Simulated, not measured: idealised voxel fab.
You're looking at the process module voxel ribs on slabs.
Section shown: cut. Width: 165 nm. Cell size: 5 nm, square.
Just so we're on the same page, the cross-sections are grids of square cells, and they're listed out in bands top to bottom, each band one or more rows deep. Heights first: top, then bottom, in nm. Then materials, left to right, each with a width in nm. "everywhere" on a single material: fills the band edge to edge. "blank": empty space. The reference from which all heights are counted is 0, the level beneath which the as-received wafer is entirely one material; the lowest band, having no lower bound, proceeds downward and is written after the example "0 down". Top row gets the first number, bottom row gets the second, and each row in between changes by the same step: that is how a band width like "30 to 40" works. The cross-section has no changed cell in any step marked "everything unchanged". If an empty space has no open way to the top and is at least 8 cells in size, "Closed void roster" lists it, written width x height at distance, where distance is measured from the left edge and every value is in nm. If you see something after the settings on a step's line, that's the simulator's own remark about that step. overlay nm: for a step with a mask, the amount by which the mask lay right of where it was planned; a negative amount means left of it.

# Here's what the planned process steps look like
1 RECEIVE,material Si
2 DIRECTIONAL_DEP,material SiO2,thk nm 25
3 DIRECTIONAL_DEP,material SiN,thk nm 25
4 MASKED_ETCH,tone cover,mask id RIB,width nm 25,etch materials SiN,depth nm 15,overlay nm 0
5 DIRECTIONAL_DEP,material aC,thk nm 15
6 PATTERN,tone cover,mask id SLAB,material resist,width nm 55,thk nm 30,overlay nm 0
7 DIRECTIONAL_ETCH,etch materials aC,depth nm 15
8 STRIP,etch materials resist
9 DIRECTIONAL_ETCH,etch materials SiN,depth nm 10
10 STRIP,etch materials aC
11 FILL_DEP,material SiO2,thk nm 15
12 CMP,height nm 65
13 DIRECTIONAL_DEP,material W,thk nm 5
14 PATTERN,tone cover,mask id HEATER,material resist,width nm 35,thk nm 20,overlay nm 0
15 DIRECTIONAL_ETCH,etch materials W,depth nm 5
16 STRIP,etch materials resist
17 CONFORMAL_DEP,material SiO2,thk nm 5
Variable across wafers: step 2 thk nm (plan value is that of the first wafer; starting state common to all).

# Incoming state of the first of several wafers in cross-section: after step 1
  0 down | Si everywhere
  Closed void roster: none

# Here's the first of several wafers in cross-section, end of the module, after the last step, step 17
  75 to 70 | 60 blank  45 SiO2  60 blank
  70 to 65 | 65 SiO2  35 W  65 SiO2
  65 to 50 | SiO2 everywhere
  50 to 35 | 70 SiO2  25 SiN  70 SiO2
  35 to 25 | 55 SiO2  55 SiN  55 SiO2
  25 to 0 | SiO2 everywhere
  0 down | Si everywhere
  Closed void roster: none

# Last wafer x-sec, end of module
  75 to 70 | 60 blank  45 SiO2  60 blank
  70 to 65 | 65 SiO2  35 W  65 SiO2
  65 to 55 | 70 SiO2  25 SiN  70 SiO2
  55 to 45 | 55 SiO2  55 SiN  55 SiO2
  45 to 0 | SiO2 everywhere
  0 down | Si everywhere
  Closed void roster: none

# Per wafer, end of module: cells gained (+) or lost (-) per material since receipt, then closed voids
thk nm 25, +37 SiN, +427 SiO2, +7 W, Closed void roster: none
thk nm 30, +37 SiN, +427 SiO2, +7 W, Closed void roster: none
thk nm 35, +37 SiN, +427 SiO2, +7 W, Closed void roster: none
thk nm 40, +37 SiN, +427 SiO2, +7 W, Closed void roster: none
thk nm 45, +32 SiN, +432 SiO2, +7 W, Closed void roster: none
